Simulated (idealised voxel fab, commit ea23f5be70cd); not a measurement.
voxel wiring stack: a process module
We display cut, a cross-section 290 nm in width whose square cells are each 5 nm.
In what follows, cross-sections appear as grids of square cells, described through bands that run from the top down, where every band is one or more rows of cells. A band entry consists of two parts. The first gives the height of the band's top and the height of its bottom, in nm. The rest lists the band's materials from left to right, each with its width in nm. A single material labelled with the word "all across" fills the band from edge to edge, and the word "air" marks empty space. Beneath 0, the wafer as received is one material, and that level is where height counting begins. The lowest band goes on downward without a bottom; it is written like "0 down". The two numbers in a width such as "30..40" mark its ends across the band: the first belongs to the top row of cells, the second to the bottom row, and from each row to the next the width moves by the same amount. Where a step carries "nothing changed", the cross-section came out of it unchanged, cell for cell. Under "Trapped void list" you'll find the enclosed gaps, the ones with no way out to the top, that are 8 cells or bigger; each reads width x height at distance, with distance counted from the left edge, everything in nm. What comes after the settings on a step's line is commentary from the simulator itself on that step. Among the settings permitted on a step's line is "overlay nm"; applied to a step with a mask, it specifies the extent to which the mask lay to the right of its planned position, whereas a negative figure signifies a position to the left.
The process steps that were planned are listed below
1 RECEIVE [material Si]
2 CONFORMAL_DEP [material SiO2] [thk nm 10]
3 DIRECTIONAL_DEP [material TiN] [thk nm 5]
4 DIRECTIONAL_DEP [material W] [thk nm 20]
5 MASKED_ETCH [tone cover] [mask id METAL_1] [width nm 25] [pitch nm 45] [etch materials W] [depth nm 20] [overlay nm 0]
6 MASKED_ETCH [tone cover] [mask id METAL_1] [width nm 25] [pitch nm 45] [etch materials TiN] [depth nm 5] [overlay nm 0]
7 FILL_DEP [material lowk] [thk nm 5]
8 CMP [height nm 35]
9 CONFORMAL_DEP [material SiCN] [thk nm 5]
10 DIRECTIONAL_DEP [material lowk] [thk nm 30]
11 DIRECTIONAL_DEP [material aC] [thk nm 10]
12 PATTERN [tone open] [mask id METAL_2_HOLES] [material resist] [width nm 15] [thk nm 30] [overlay nm 0]
13 DIRECTIONAL_ETCH [etch materials aC] [depth nm 10]
14 STRIP [etch materials resist]
15 DIRECTIONAL_ETCH [etch materials lowk] [depth nm 30]
16 STRIP [etch materials aC]
17 MASKED_ETCH [tone open] [mask id METAL_2] [width nm 25] [pitch nm 45] [etch materials lowk] [depth nm 15] [overlay nm 0]
18 MASKED_ETCH [tone open] [mask id METAL_2] [width nm 25] [pitch nm 45] [etch materials SiCN] [depth nm 5] [overlay nm 0]
19 CONFORMAL_DEP [material TiN] [thk nm 5]
20 FILL_DEP [material Ru] [thk nm 10]
21 CMP [height nm 70]
22 CONFORMAL_DEP [material SiN] [thk nm 5]
As-received wafer cross-section (after step 1)
> 0 down: Si all across
> Trapped void list: none
The first of two wafers, cross-sectioned at the end of the module, with the run proceeding as planned
> 75 to 70: SiN all across
> 70 to 60: lowk 110, then TiN 5, then Ru 15, then TiN 5, then lowk 20, then TiN 5, then Ru 15, then TiN 5, then lowk 110
> 60 to 55: lowk 110, then TiN 5, then Ru 5, then TiN 15, then lowk 20, then TiN 25, then lowk 110
> 55 to 40: lowk 110, then TiN 5, then Ru 5, then TiN 5, then lowk 165
> 40 to 35: SiCN 110, then TiN 15, then SiCN 165
> 35 to 15: lowk 110, then W 25, then lowk 20, then W 25, then lowk 110
> 15 to 10: lowk 110, then TiN 25, then lowk 20, then TiN 25, then lowk 110
> 10 to 0: SiO2 all across
> 0 down: Si all across
> Trapped void list: none
End-of-module cross-section of the second wafer: identical starting point and process plan to the first, with one processing mistake
> 75 to 70: SiN all across
> 70 to 60: lowk 110, then TiN 5, then Ru 15, then TiN 5, then lowk 20, then TiN 5, then Ru 15, then TiN 5, then lowk 110
> 60 to 55: lowk 110, then TiN 5, then Ru 5, then TiN 15, then lowk 20, then TiN 25, then lowk 110
> 55 to 40: lowk 110, then TiN 5, then Ru 5, then TiN 5, then lowk 165
> 40 to 35: SiCN 110, then TiN 15, then SiCN 165
> 35 to 15: lowk 110, then W 25, then lowk 20, then W 25, then lowk 110
> 15 to 10: lowk 110, then TiN 35, then lowk 10, then TiN 35, then lowk 100
> 10 to 0: SiO2 all across
> 0 down: Si all across
> Trapped void list: none
What was done differently from what was planned? step 6, actual vs plan mismatch, actual run MASKED_ETCH [tone cover] [mask id METAL_1] [width nm 25] [pitch nm 45] [etch materials TiN] [depth nm 5] [overlay nm 10]
Final comparison by cell count, materials where the second wafer has more or fewer than the first: +4 TiN, -4 lowk
